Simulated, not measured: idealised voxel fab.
Process module in this document: voxel capacitor over wiring
Each square cell in cross-section cut measures 5 nm, and the section as a whole is 240 nm wide.
A cross-section is written here as square cells arranged in a grid, and it is given in bands from the top down, each band taking up one or more rows of cells. First you get the band's top height and its bottom height, in nm, and then the materials it's made of, left to right, with each width in nm. If you see a single material with "everywhere", that one covers the band edge to edge. "blank" is empty space. Zero point of the height axis is 0; under it, received wafer = one material. Lowest band: continues down indefinitely, "0..down". With a width like "30->40", each row of cells in the band differs from the next by the same amount, the top row carrying the first number and the bottom row the second. Key: "nothing was modified" - step with no changed cell in the cross-section. The entry titled "Fully sealed cavities" provides the empty spaces that have no open way to the top, restricted to those of 8 cells or more. Each is presented as width x height at distance, the distance being measured from the left edge, with all three in nm. What comes after the settings on a step's line is commentary from the simulator itself on that step. Each step line may optionally specify "overlay nm", which for a step with a mask gives the rightward distance between the mask's planned place and where it lay, a negative value indicating the leftward direction.

[Set out below are the planned steps of the process]
1) RECEIVE | material Si
2) CONFORMAL_DEP | material SiO2 | thk nm 15
3) DIRECTIONAL_DEP | material TiN | thk nm 5
4) DIRECTIONAL_DEP | material W | thk nm 25
5) PATTERN | tone cover | mask id METAL_1 | material resist | width nm 25 | pitch nm 90 | thk nm 20 | overlay nm 0
6) DIRECTIONAL_ETCH | etch materials W | depth nm 25
7) DIRECTIONAL_ETCH | etch materials TiN | depth nm 5
8) STRIP | etch materials resist
9) CONFORMAL_DEP | material SiN | thk nm 5
10) FILL_DEP | material lowk | thk nm 5
11) CMP | height nm 45
12) CONFORMAL_DEP | material SiCN | thk nm 5
13) DIRECTIONAL_DEP | material SiO2 | thk nm 15
14) DIRECTIONAL_DEP | material aC | thk nm 15
15) PATTERN | tone open | mask id PLUG_1 | material resist | width nm 15 | thk nm 30 | overlay nm 0
16) DIRECTIONAL_ETCH | etch materials aC | depth nm 15
17) STRIP | etch materials resist
18) DIRECTIONAL_ETCH | etch materials SiO2 | depth nm 15
19) DIRECTIONAL_ETCH | etch materials SiCN | depth nm 5
20) STRIP | etch materials aC
21) CONFORMAL_DEP | material TiN | thk nm 5
22) FILL_DEP | material Ru | thk nm 10
23) CMP | height nm 65
24) DIRECTIONAL_DEP | material TiN | thk nm 5
25) DIRECTIONAL_DEP | material Al2O3 | thk nm 5
26) DIRECTIONAL_DEP | material TiN | thk nm 5
27) DIRECTIONAL_DEP | material aC | thk nm 10
28) PATTERN | tone cover | mask id UPPER_PLATE | material resist | width nm 70 | thk nm 25 | overlay nm 0
29) DIRECTIONAL_ETCH | etch materials aC | depth nm 10
30) STRIP | etch materials resist
31) DIRECTIONAL_ETCH | etch materials TiN | depth nm 5
32) DIRECTIONAL_ETCH | etch materials Al2O3 | depth nm 5
33) STRIP | etch materials aC
34) PATTERN | tone cover | mask id LOWER_PLATE | material resist | width nm 80 | thk nm 15 | overlay nm 0
35) DIRECTIONAL_ETCH | etch materials TiN | depth nm 5
36) STRIP | etch materials resist
37) FILL_DEP | material SiO2 | thk nm 15
38) CMP | height nm 90
39) PATTERN | tone open | mask id PLUG_2 | material resist | width nm 15 | thk nm 15 | overlay nm 0
40) DIRECTIONAL_ETCH | etch materials SiO2 | depth nm 10
41) STRIP | etch materials resist
42) CONFORMAL_DEP | material TiN | thk nm 5
43) FILL_DEP | material Ru | thk nm 5
44) CMP | height nm 90
45) CONFORMAL_DEP | material SiN | thk nm 5

[Shown in cross-section is the wafer as received, that is, as it stands after step 1]
  0..down | Si everywhere
  Fully sealed cavities: none

[Cross-sectional image of the first of two wafers at the end of the module, the run having proceeded as planned]
  95..90 | SiN everywhere
  90..85 | 80 of SiO2; 5 of TiN; 5 of Ru; 5 of TiN; 145 of SiO2
  85..75 | 80->70 of SiO2; 15->70 of TiN; 145->100 of SiO2
  75..70 | 70 of SiO2; 70 of Al2O3; 100 of SiO2
  70..65 | 65 of SiO2; 80 of TiN; 95 of SiO2
  65..50 | 70 of SiO2; 5 of TiN; 5 of Ru; 5 of TiN; 155 of SiO2
  50..45 | 70 of SiCN; 15 of TiN; 155 of SiCN
  45..20 | 55 of lowk; 5 of SiN; 25 of W; 5 of SiN; 55 of lowk; 5 of SiN; 25 of W; 5 of SiN; 60 of lowk
  20..15 | 60 of SiN; 25 of TiN; 65 of SiN; 25 of TiN; 65 of SiN
  15..0 | SiO2 everywhere
  0..down | Si everywhere
  Fully sealed cavities: none

[Second wafer of the two, sectioned at the end of the module. It began like the first and followed the same plan, but one mistake was made while running it]
  95..90 | SiN everywhere
  90..85 | 80 of SiO2; 5 of TiN; 5 of Ru; 5 of TiN; 145 of SiO2
  85..75 | 80->70 of SiO2; 15->70 of TiN; 145->100 of SiO2
  75..70 | 70 of SiO2; 70 of Al2O3; 100 of SiO2
  70..65 | 65 of SiO2; 80 of TiN; 95 of SiO2
  65..60 | 70 of SiCN; 15 of TiN; 155 of SiCN
  60..45 | SiO2 everywhere
  45..20 | 55 of lowk; 5 of SiN; 25 of W; 5 of SiN; 55 of lowk; 5 of SiN; 25 of W; 5 of SiN; 60 of lowk
  20..15 | 60 of SiN; 25 of TiN; 65 of SiN; 25 of TiN; 65 of SiN
  15..0 | SiO2 everywhere
  0..down | Si everywhere
  Fully sealed cavities: none
Deviation from plan: steps 12 and 13 of the plan were each performed in the slot designated for the other
Once processing is complete, comparing cell counts shows that the second wafer has more or fewer of certain materials than the first: Ru: 3 fewer | SiO2: 9 more | TiN: 6 fewer
